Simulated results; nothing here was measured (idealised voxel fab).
Presented below is a process module, voxel transistor to metal.
Section shown: cut. Width: 155 nm. Cell size: 5 nm, square.
Cross-sections here: square-cell grids, written as top-down lists of bands, a band being one or more rows of cells.
Band: top height; bottom height; in nm. Then, left to right: material with width in nm, for each material. "all across": a single material spanning edge to edge. "blank": empty space.
Height reference: 0 = level under which incoming wafer is all one material. Lowest band: no bottom, runs on downward, e.g. "0..down".
It should be noted that a width expressed as "30 to 40" varies in equal increments from row to row of cells within the band, taking the value of the first number at the top row and that of the second number at the bottom row.
Where a step carries "no alterations made", the cross-section came out of it unchanged, cell for cell.
"Voids, sealed" - sealed voids, min. 8 cells, no opening to top; format: width x height at distance (distance from left edge; nm throughout).
The remark found on a step's line after its settings is issued by the simulator itself and pertains to that step.
A step line may carry the setting "overlay nm", which, for steps involving a mask, states the distance by which the mask lay to the right of its intended position; negative values denote displacement to the left.

## Set out below are the planned steps of the process
1) RECEIVE [material Si]
2) OXIDIZE [depth nm 5]
3) CONFORMAL_DEP [material SiN] [thk nm 15]
4) DIRECTIONAL_DEP [material aC] [thk nm 15]
5) PATTERN [tone cover] [mask id ACTIVE] [material resist] [width nm 110] [thk nm 35] [overlay nm 0]
6) DIRECTIONAL_ETCH [etch materials aC] [depth nm 15]
7) STRIP [etch materials resist]
8) DIRECTIONAL_ETCH [etch materials SiN] [depth nm 15]
9) DIRECTIONAL_ETCH [etch materials SiO2] [depth nm 5]
10) DIRECTIONAL_ETCH [etch materials Si] [depth nm 35]
11) STRIP [etch materials aC]
12) OXIDIZE [depth nm 5]
13) FILL_DEP [material SiO2] [thk nm 15]
14) CMP [height nm 15]
15) SELECTIVE_ETCH [etch materials SiO2] [depth nm 10]
16) STRIP [etch materials SiN]
17) SELECTIVE_ETCH [etch materials SiO2] [depth nm 5]
18) OXIDIZE [depth nm 5]
19) DIRECTIONAL_DEP [material polySi] [thk nm 25]
20) DIRECTIONAL_DEP [material SiCN] [thk nm 10]
21) DIRECTIONAL_DEP [material aC] [thk nm 10]
22) PATTERN [tone cover] [mask id GATE] [material resist] [width nm 20] [thk nm 25] [overlay nm 0]
23) DIRECTIONAL_ETCH [etch materials aC] [depth nm 10]
24) STRIP [etch materials resist]
25) DIRECTIONAL_ETCH [etch materials SiCN] [depth nm 20]
26) DIRECTIONAL_ETCH [etch materials polySi] [depth nm 35]
27) STRIP [etch materials aC]
28) CONFORMAL_DEP [material SiN] [thk nm 5]
29) DIRECTIONAL_ETCH [etch materials SiN] [depth nm 5]
30) DIRECTIONAL_ETCH [etch materials SiO2] [depth nm 5]
31) DIRECTIONAL_ETCH [etch materials Si] [depth nm 10]
32) EPI [material pSi] [thk nm 15]
33) FILL_DEP [material SiO2] [thk nm 10]
34) CMP [height nm 30]
35) DIRECTIONAL_DEP [material SiO2] [thk nm 15]
36) MASKED_ETCH [tone open] [mask id CONTACT] [width nm 30] [pitch nm 60] [etch materials SiO2] [depth nm 50] [overlay nm 0]
37) CONFORMAL_DEP [material TiN] [thk nm 5]
38) FILL_DEP [material Ru] [thk nm 10]
39) CMP [height nm 45]
40) CONFORMAL_DEP [material SiCN] [thk nm 5]
41) DIRECTIONAL_DEP [material SiO2] [thk nm 25]
42) PATTERN [tone open] [mask id METAL_1] [material resist] [width nm 20] [pitch nm 70] [thk nm 20] [overlay nm 0]
43) DIRECTIONAL_ETCH [etch materials SiO2] [depth nm 25]
44) DIRECTIONAL_ETCH [etch materials SiCN] [depth nm 5]
45) STRIP [etch materials resist]
46) CONFORMAL_DEP [material TiN] [thk nm 5]
47) FILL_DEP [material W] [thk nm 5]
48) CMP [height nm 75]
49) EPI [material Ru] [thk nm 5]
50) FILL_DEP [material SiCN] [thk nm 5]

## This is the cross-section of the wafer as we received it, i.e. after step 1
  0..down  Si all across
  Voids, sealed: none

## The cross-section shown corresponds to the wafer at the conclusion of the module. The initial structure and the process plan are those presented above; however, one mistake occurred in executing the plan
  85..80  SiCN all across
  80..75  SiCN (25); Ru (30); SiCN (40); Ru (30); SiCN (30)
  75..65  SiO2 (30); TiN (5); W (10); TiN (5); SiO2 (50); TiN (5); W (10); TiN (5); SiO2 (35)
  65..60  SiCN (30); TiN (20); SiCN (50); TiN (20); SiCN (35)
  60..50  Ru all across
  50..45  TiN (35); Ru (20); TiN (40); Ru (20); TiN (40)
  45..30  SiO2 (30); TiN (5); Ru (20); TiN (5); SiO2 (30); TiN (5); Ru (20); TiN (5); SiO2 (35)
  30..20  SiO2 (30); TiN (5); Ru (20); TiN (5); SiN (5); SiCN (20); SiN (5); TiN (5); Ru (20); TiN (5); SiO2 (35)
  20..10  SiO2 (30); TiN (5); Ru (20); TiN (5); SiN (5); polySi (20); SiN (5); TiN (5); Ru (20); TiN (5); SiO2 (35)
  10..5  SiO2 (30); TiN (5); Ru (5); TiN (20); SiN (5); polySi (20); SiN (5); TiN (20); Ru (5); TiN (5); SiO2 (35)
  5..0  SiO2 (30); TiN (5); Ru (5); TiN (5); pSi (15); SiN (5); polySi (20); SiN (5); pSi (15); TiN (5); Ru (5); TiN (5); SiO2 (35)
  0..-5  SiO2 (15); SiN (5); SiO2 (10); TiN (15); pSi (15); SiN (5); polySi (20); SiN (5); pSi (15); TiN (15); SiO2 (10); SiN (5); SiO2 (20)
  -5..-10  SiO2 (20); pSi (40); SiO2 (30); pSi (40); SiO2 (25)
  -10..-20  SiO2 (25); pSi (35); Si (30); pSi (35); SiO2 (30)
  -20..-45  SiO2 (25); Si (100); SiO2 (30)
  -45..down  Si all across
  Voids, sealed: none
Deviation noted in wafer processing: the plan's step 39 was left out and never carried out
